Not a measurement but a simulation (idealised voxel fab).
Herein follows the process module entitled voxel wiring stack.
Cross-section cut spans 265 nm and uses square cells 5 nm in size.
Reading order for cross-sections: top band down to bottom band. Underlying form: a grid of square cells. Band size: one or more rows of cells. Band: top and bottom heights (nm) first, top before bottom; then materials from left to right, widths in nm. "full width" marks a sole material filling the band edge to edge. "empty" denotes empty space. Height is counted from the level 0, under which the received wafer is composed throughout of one material. The lowest of the bands is not closed at the bottom but continues downward, in the notation "0 nm and below". Per-row width for "30 to 40": begins at first number (top row of band), ends at second number (bottom row), increment between rows held constant. What does "remained unchanged" mean for a step? It means no cell of the cross-section changed in that step. Each empty space that has no open way to the top and spans at least 8 cells appears under "Closed voids list" as width x height at distance, the distance counted from the left edge, all in nm. Read whatever lies past the settings on a step's line as the simulator's own remark about the step. The optional step-line setting "overlay nm" applies to steps with a mask and quantifies how far to the right of its planned location the mask lay, a negative value indicating leftward placement. Heads up before you read on: it's before/after pairs around one process step each, after side only down to the lowest band that changed, step plus settings under the pair. Pairs can be from different runs of this module, same starting wafer, so only chain a pair onto the one above if its "Ex-ante state" entry says so.

Ex-ante state
110 nm to 105 nm  SiN full width
105 nm to 85 nm  lowk: 95  TiN: 5  W: 5  TiN: 5  lowk: 30  TiN: 5  W: 5  TiN: 5  lowk: 110
85 nm to 80 nm  SiCN: 95  TiN: 15  SiCN: 30  TiN: 15  SiCN: 110
80 nm to 65 nm  Cu full width
65 nm to 60 nm  SiN full width
60 nm to 50 nm  SiO2: 95  TiN: 5  Ru: 5  TiN: 5  SiO2: 155
50 nm to 45 nm  SiCN: 95  TiN: 15  SiCN: 155
45 nm to 20 nm  lowk: 95  TiN: 5  Cu: 15  TiN: 5  lowk: 20  TiN: 5  Cu: 15  TiN: 5  lowk: 100
20 nm to 15 nm  SiN: 95  TiN: 25  SiN: 20  TiN: 25  SiN: 100
15 nm to 0 nm  SiO2 full width
0 nm and below  Si full width
Closed voids list: none

Section, Post-Step
130 nm to 110 nm  SiO2 full width
All layers under 110 are left as they were.
Closed voids list: none
So what happened between those two cross-sections up there? DIRECTIONAL_DEP: material SiO2, thk nm 20

Ex-ante state: this step begins from the cross-section that the pair just above shows after its step.

Section, Post-Step
145 nm to 130 nm  aC full width
All layers under 130 are left as they were.
Closed voids list: none
So what happened between those two cross-sections up there? DIRECTIONAL_DEP: material aC, thk nm 15

Ex-ante state: this step begins from the cross-section that the pair just above shows after its step.

Section, Post-Step
175 nm to 145 nm  resist: 95  empty: 25  resist: 20  empty: 25  resist: 100
All layers under 145 are left as they were.
Closed voids list: none
So what happened between those two cross-sections up there? PATTERN: tone open, mask id METAL_3, material resist, width nm 25, pitch nm 45, thk nm 30, overlay nm 0

Ex-ante state: this step begins from the cross-section that the pair just above shows after its step.

Section, Post-Step
160 nm to 145 nm  resist: 95  empty: 25  resist: 20  empty: 25  resist: 100
145 nm to 130 nm  aC: 95  empty: 25  aC: 20  empty: 25  aC: 100
All layers under 130 are left as they were.
Closed voids list: none
So what happened between those two cross-sections up there? DIRECTIONAL_ETCH: etch materials aC, depth nm 15

Ex-ante state: this step begins from the cross-section that the pair just above shows after its step.

Section, Post-Step
145 nm to 130 nm  aC: 95  empty: 25  aC: 20  empty: 25  aC: 100
All layers under 130 are left as they were.
Closed voids list: none
So what happened between those two cross-sections up there? STRIP: etch materials resist

Ex-ante state: this step begins from the cross-section that the pair just above shows after its step.

Section, Post-Step
145 nm to 130 nm  aC: 95  empty: 25  aC: 20  empty: 25  aC: 100
130 nm to 110 nm  SiO2: 95  empty: 25  SiO2: 20  empty: 25  SiO2: 100
All layers under 110 are left as they were.
Closed voids list: none
So what happened between those two cross-sections up there? DIRECTIONAL_ETCH: etch materials SiO2, depth nm 20

Ex-ante state: this step begins from the cross-section that the pair just above shows after its step.

Section, Post-Step
145 nm to 130 nm  aC: 95  empty: 25  aC: 20  empty: 25  aC: 100
130 nm to 110 nm  SiO2: 95  empty: 25  SiO2: 20  empty: 25  SiO2: 100
110 nm to 105 nm  SiN: 95  empty: 25  SiN: 20  empty: 25  SiN: 100
All layers under 105 are left as they were.
Closed voids list: none
So what happened between those two cross-sections up there? DIRECTIONAL_ETCH: etch materials SiN, depth nm 5

Ex-ante state: this step begins from the cross-section that the pair just above shows after its step.

Section, Post-Step
130 nm to 110 nm  SiO2: 95  empty: 25  SiO2: 20  empty: 25  SiO2: 100
All layers under 110 are left as they were.
Closed voids list: none
So what happened between those two cross-sections up there? STRIP: etch materials aC

Ex-ante state: this step begins from the cross-section that the pair just above shows after its step.

Section, Post-Step
135 nm to 130 nm  TiN: 100  empty: 15  TiN: 30  empty: 15  TiN: 105
130 nm to 110 nm  SiO2: 95  TiN: 5  empty: 15  TiN: 5  SiO2: 20  TiN: 5  empty: 15  TiN: 5  SiO2: 100
110 nm to 105 nm  SiN: 95  TiN: 25  SiN: 20  TiN: 25  SiN: 100
All layers under 105 are left as they were.
Closed voids list: none
So what happened between those two cross-sections up there? CONFORMAL_DEP: material TiN, thk nm 5

Ex-ante state: this step begins from the cross-section that the pair just above shows after its step.

Section, Post-Step
145 nm to 135 nm  W full width
135 nm to 130 nm  TiN: 100  W: 15  TiN: 30  W: 15  TiN: 105
130 nm to 110 nm  SiO2: 95  TiN: 5  W: 15  TiN: 5  SiO2: 20  TiN: 5  W: 15  TiN: 5  SiO2: 100
All layers under 110 are left as they were.
Closed voids list: none
So what happened between those two cross-sections up there? FILL_DEP: material W, thk nm 10

Ex-ante state: this step begins from the cross-section that the pair just above shows after its step.

Section, Post-Step
130 nm to 110 nm  SiO2: 95  TiN: 5  W: 15  TiN: 5  SiO2: 20  TiN: 5  W: 15  TiN: 5  SiO2: 100
All layers under 110 are left as they were.
Closed voids list: none
So what happened between those two cross-sections up there? CMP: height nm 130

Ex-ante state: this step begins from the cross-section that the pair just above shows after its step.

Section, Post-Step
135 nm to 130 nm  empty: 90  Ru: 35  empty: 10  Ru: 35  empty: 95
All layers under 130 are left as they were.
Closed voids list: none
So what happened between those two cross-sections up there? EPI: material Ru, thk nm 5

Ex-ante state: this step begins from the cross-section that the pair just above shows after its step.

Section, Post-Step
140 nm to 135 nm  SiCN full width
135 nm to 130 nm  SiCN: 90  Ru: 35  SiCN: 10  Ru: 35  SiCN: 95
All layers under 130 are left as they were.
Closed voids list: none
So what happened between those two cross-sections up there? FILL_DEP: material SiCN, thk nm 5

Ex-ante state
105 nm to 85 nm  lowk full width
85 nm to 80 nm  SiCN full width
80 nm to 65 nm  SiO2: 95  TiN: 5  W: 15  TiN: 5  SiO2: 20  TiN: 5  W: 15  TiN: 5  SiO2: 100
65 nm to 60 nm  SiN: 95  TiN: 25  SiN: 20  TiN: 25  SiN: 100
60 nm to 50 nm  SiO2: 95  TiN: 5  Ru: 5  TiN: 5  SiO2: 155
50 nm to 45 nm  SiCN: 95  TiN: 15  SiCN: 155
45 nm to 20 nm  lowk: 95  TiN: 5  Cu: 15  TiN: 5  lowk: 20  TiN: 5  Cu: 15  TiN: 5  lowk: 100
20 nm to 15 nm  SiN: 95  TiN: 25  SiN: 20  TiN: 25  SiN: 100
15 nm to 0 nm  SiO2 full width
0 nm and below  Si full width
Closed voids list: none

Section, Post-Step
105 nm to 85 nm  empty: 95  lowk: 15  empty: 30  lowk: 15  empty: 110
All layers under 85 are left as they were.
Closed voids list: none
So what happened between those two cross-sections up there? MASKED_ETCH: tone cover, mask id PLUG_2, width nm 15, pitch nm 45, etch materials lowk, depth nm 20, overlay nm 0

Ex-ante state: this step begins from the cross-section that the pair just above shows after its step.

Section, Post-Step
110 nm to 105 nm  empty: 90  TiN: 25  empty: 20  TiN: 25  empty: 105
105 nm to 90 nm  empty: 90  TiN: 5  lowk: 15  TiN: 5  empty: 20  TiN: 5  lowk: 15  TiN: 5  empty: 105
90 nm to 85 nm  TiN: 95  lowk: 15  TiN: 30  lowk: 15  TiN: 110
All layers under 85 are left as they were.
Closed voids list: none
So what happened between those two cross-sections up there? CONFORMAL_DEP: material TiN, thk nm 5

Ex-ante state: this step begins from the cross-section that the pair just above shows after its step.

Section, Post-Step
120 nm to 110 nm  W full width
110 nm to 105 nm  W: 90  TiN: 25  W: 20  TiN: 25  W: 105
105 nm to 90 nm  W: 90  TiN: 5  lowk: 15  TiN: 5  W: 20  TiN: 5  lowk: 15  TiN: 5  W: 105
All layers under 90 are left as they were.
Closed voids list: none
So what happened between those two cross-sections up there? FILL_DEP: material W, thk nm 10

Ex-ante state: this step begins from the cross-section that the pair just above shows after its step.

Section, Post-Step
105 nm to 90 nm  W: 90  TiN: 5  lowk: 15  TiN: 5  W: 20  TiN: 5  lowk: 15  TiN: 5  W: 105
All layers under 90 are left as they were.
Closed voids list: none
So what happened between those two cross-sections up there? CMP: height nm 105

Ex-ante state: this step begins from the cross-section that the pair just above shows after its step.

Section, Post-Step
110 nm to 105 nm  SiN full width
All layers under 105 are left as they were.
Closed voids list: none
So what happened between those two cross-sections up there? CONFORMAL_DEP: material SiN, thk nm 5

Ex-ante state: this step begins from the cross-section that the pair just above shows after its step.

Section, Post-Step
130 nm to 110 nm  SiO2 full width
All layers under 110 are left as they were.
Closed voids list: none
So what happened between those two cross-sections up there? DIRECTIONAL_DEP: material SiO2, thk nm 20

Ex-ante state: this step begins from the cross-section that the pair just above shows after its step.

Section, Post-Step
145 nm to 130 nm  aC full width
All layers under 130 are left as they were.
Closed voids list: none
So what happened between those two cross-sections up there? DIRECTIONAL_DEP: material aC, thk nm 15

Ex-ante state: this step begins from the cross-section that the pair just above shows after its step.

Section, Post-Step
175 nm to 145 nm  resist: 95  empty: 25  resist: 20  empty: 25  resist: 100
All layers under 145 are left as they were.
Closed voids list: none
So what happened between those two cross-sections up there? PATTERN: tone open, mask id METAL_3, material resist, width nm 25, pitch nm 45, thk nm 30, overlay nm 0

Ex-ante state: this step begins from the cross-section that the pair just above shows after its step.

Section, Post-Step
160 nm to 145 nm  resist: 95  empty: 25  resist: 20  empty: 25  resist: 100
145 nm to 130 nm  aC: 95  empty: 25  aC: 20  empty: 25  aC: 100
All layers under 130 are left as they were.
Closed voids list: none
So what happened between those two cross-sections up there? DIRECTIONAL_ETCH: etch materials aC, depth nm 15

Ex-ante state: this step begins from the cross-section that the pair just above shows after its step.

Section, Post-Step
145 nm to 130 nm  aC: 95  empty: 25  aC: 20  empty: 25  aC: 100
All layers under 130 are left as they were.
Closed voids list: none
So what happened between those two cross-sections up there? STRIP: etch materials resist

Ex-ante state: this step begins from the cross-section that the pair just above shows after its step.

Section, Post-Step
145 nm to 130 nm  aC: 95  empty: 25  aC: 20  empty: 25  aC: 100
130 nm to 110 nm  SiO2: 95  empty: 25  SiO2: 20  empty: 25  SiO2: 100
All layers under 110 are left as they were.
Closed voids list: none
So what happened between those two cross-sections up there? DIRECTIONAL_ETCH: etch materials SiO2, depth nm 20

Ex-ante state: this step begins from the cross-section that the pair just above shows after its step.

Section, Post-Step
145 nm to 130 nm  aC: 95  empty: 25  aC: 20  empty: 25  aC: 100
130 nm to 110 nm  SiO2: 95  empty: 25  SiO2: 20  empty: 25  SiO2: 100
110 nm to 105 nm  SiN: 95  empty: 25  SiN: 20  empty: 25  SiN: 100
All layers under 105 are left as they were.
Closed voids list: none
So what happened between those two cross-sections up there? DIRECTIONAL_ETCH: etch materials SiN, depth nm 5

Ex-ante state: this step begins from the cross-section that the pair just above shows after its step.

Section, Post-Step
130 nm to 110 nm  SiO2: 95  empty: 25  SiO2: 20  empty: 25  SiO2: 100
All layers under 110 are left as they were.
Closed voids list: none
So what happened between those two cross-sections up there? STRIP: etch materials aC

Ex-ante state: this step begins from the cross-section that the pair just above shows after its step.

Section, Post-Step
135 nm to 130 nm  TiN: 100  empty: 15  TiN: 30  empty: 15  TiN: 105
130 nm to 110 nm  SiO2: 95  TiN: 5  empty: 15  TiN: 5  SiO2: 20  TiN: 5  empty: 15  TiN: 5  SiO2: 100
110 nm to 105 nm  SiN: 95  TiN: 25  SiN: 20  TiN: 25  SiN: 100
All layers under 105 are left as they were.
Closed voids list: none
So what happened between those two cross-sections up there? CONFORMAL_DEP: material TiN, thk nm 5

Ex-ante state: this step begins from the cross-section that the pair just above shows after its step.

Section, Post-Step
145 nm to 135 nm  W full width
135 nm to 130 nm  TiN: 100  W: 15  TiN: 30  W: 15  TiN: 105
130 nm to 110 nm  SiO2: 95  TiN: 5  W: 15  TiN: 5  SiO2: 20  TiN: 5  W: 15  TiN: 5  SiO2: 100
All layers under 110 are left as they were.
Closed voids list: none
So what happened between those two cross-sections up there? FILL_DEP: material W, thk nm 10

Ex-ante state: this step begins from the cross-section that the pair just above shows after its step.

Section, Post-Step
130 nm to 110 nm  SiO2: 95  TiN: 5  W: 15  TiN: 5  SiO2: 20  TiN: 5  W: 15  TiN: 5  SiO2: 100
All layers under 110 are left as they were.
Closed voids list: none
So what happened between those two cross-sections up there? CMP: height nm 130

Ex-ante state: this step begins from the cross-section that the pair just above shows after its step.

Section, Post-Step
135 nm to 130 nm  empty: 90  Ru: 35  empty: 10  Ru: 35  empty: 95
All layers under 130 are left as they were.
Closed voids list: none
So what happened between those two cross-sections up there? EPI: material Ru, thk nm 5

Ex-ante state: this step begins from the cross-section that the pair just above shows after its step.

Section, Post-Step
140 nm to 135 nm  SiCN full width
135 nm to 130 nm  SiCN: 90  Ru: 35  SiCN: 10  Ru: 35  SiCN: 95
All layers under 130 are left as they were.
Closed voids list: none
So what happened between those two cross-sections up there? FILL_DEP: material SiCN, thk nm 5
